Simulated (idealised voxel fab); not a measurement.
Documented hereafter: the process module known as voxel capacitor over wiring.
Cross-section cut: width 195 nm, square cells of 5 nm.
How to read a cross-section here: the picture is a grid of square cells, written as bands going from the top down, and any band can span one or more rows of cells. Per band: top height and bottom height in nm, followed by the left-to-right materials and their widths in nm; "full width" marks a single material spanning edge to edge, "air" marks empty space. Heights are reckoned from 0. Under this level, the received wafer is all of one material. The bottommost band is open-ended downward, for example "0..down". It should be noted that a width expressed as "30..40" varies in equal increments from row to row of cells within the band, taking the value of the first number at the top row and that of the second number at the bottom row. Take "no change" at face value: in the step it is given for, the cross-section changed in none of its cells. Listed in "Encapsulated voids": every empty space of 8 or more cells without an open way to the top. Form: width x height at distance, the distance being from the left edge, all in nm. Step line, after settings: the simulator's comment on this step. overlay nm: step with mask; distance mask lay right of planned place; negative value = left of planned place.

The following list gives the planned process steps
- 1: RECEIVE with material Si
- 2: CONFORMAL_DEP with material SiO2, thk nm 10
- 3: CONFORMAL_DEP with material SiCN, thk nm 5
- 4: DIRECTIONAL_DEP with material lowk, thk nm 15
- 5: PATTERN with tone open, mask id METAL_1, material resist, width nm 25, pitch nm 80, thk nm 15, overlay nm 0
- 6: DIRECTIONAL_ETCH with etch materials lowk, depth nm 15
- 7: DIRECTIONAL_ETCH with etch materials SiCN, depth nm 5
- 8: STRIP with etch materials resist
- 9: CONFORMAL_DEP with material TiN, thk nm 5
- 10: FILL_DEP with material Cu, thk nm 10
- 11: CMP with height nm 30
- 12: EPI with material Ru, thk nm 5
- 13: FILL_DEP with material SiCN, thk nm 5
- 14: DIRECTIONAL_DEP with material lowk, thk nm 10
- 15: MASKED_ETCH with tone open, mask id PLUG_1, width nm 15, etch materials lowk, depth nm 10, overlay nm 0
- 16: MASKED_ETCH with tone open, mask id PLUG_1, width nm 15, etch materials SiCN, depth nm 5, overlay nm 0
- 17: EPI with material Ru, thk nm 10
- 18: EPI with material Ru, thk nm 5
- 19: DIRECTIONAL_DEP with material TiN, thk nm 10
- 20: DIRECTIONAL_DEP with material SiN, thk nm 5
- 21: DIRECTIONAL_DEP with material TiN, thk nm 10
- 22: DIRECTIONAL_DEP with material aC, thk nm 10
- 23: PATTERN with tone cover, mask id UPPER_PLATE, material resist, width nm 60, thk nm 30, overlay nm 0
- 24: DIRECTIONAL_ETCH with etch materials aC, depth nm 10
- 25: STRIP with etch materials resist
- 26: DIRECTIONAL_ETCH with etch materials TiN, depth nm 10
- 27: DIRECTIONAL_ETCH with etch materials SiN, depth nm 5
- 28: STRIP with etch materials aC
- 29: MASKED_ETCH with tone cover, mask id LOWER_PLATE, width nm 70, etch materials TiN, depth nm 10, overlay nm 0
- 30: FILL_DEP with material SiO2, thk nm 15
- 31: CMP with height nm 85
- 32: PATTERN with tone open, mask id PLUG_2, material resist, width nm 15, thk nm 20, overlay nm 0
- 33: DIRECTIONAL_ETCH with etch materials SiO2, depth nm 10
- 34: STRIP with etch materials resist
- 35: CONFORMAL_DEP with material TiN, thk nm 5
- 36: FILL_DEP with material Cu, thk nm 5
- 37: CMP with height nm 85
- 38: CONFORMAL_DEP with material SiCN, thk nm 5

Wafer as received: cross-section following step 1
	0..down | Si full width
	Encapsulated voids: none

Post-module cross-section: identical start and plan to those above, one misstep in execution
	90..85 | SiCN full width
	85..75 | SiO2 55 nm  TiN 25 nm  SiO2 115 nm
	75..70 | SiO2 55 nm  SiN 25 nm  TiN 35 nm  SiO2 80 nm
	70..65 | SiO2 50 nm  TiN 65 nm  SiO2 80 nm
	65..60 | SiO2 50 nm  TiN 30 nm  SiN 35 nm  SiO2 80 nm
	60..50 | SiO2 45 nm  Ru 35 nm  TiN 40 nm  SiO2 75 nm
	50..40 | lowk 55 nm  Ru 15 nm  lowk 125 nm
	40..35 | SiCN 55 nm  Ru 15 nm  SiCN 125 nm
	35..30 | SiCN 40 nm  Ru 35 nm  SiCN 45 nm  Ru 35 nm  SiCN 40 nm
	30..15 | lowk 45 nm  TiN 5 nm  Cu 15 nm  TiN 5 nm  lowk 55 nm  TiN 5 nm  Cu 15 nm  TiN 5 nm  lowk 45 nm
	15..10 | SiCN 45 nm  TiN 25 nm  SiCN 55 nm  TiN 25 nm  SiCN 45 nm
	10..0 | SiO2 full width
	0..down | Si full width
	Encapsulated voids: none
Error vs. plan: twice over, step 17 of the plan was run
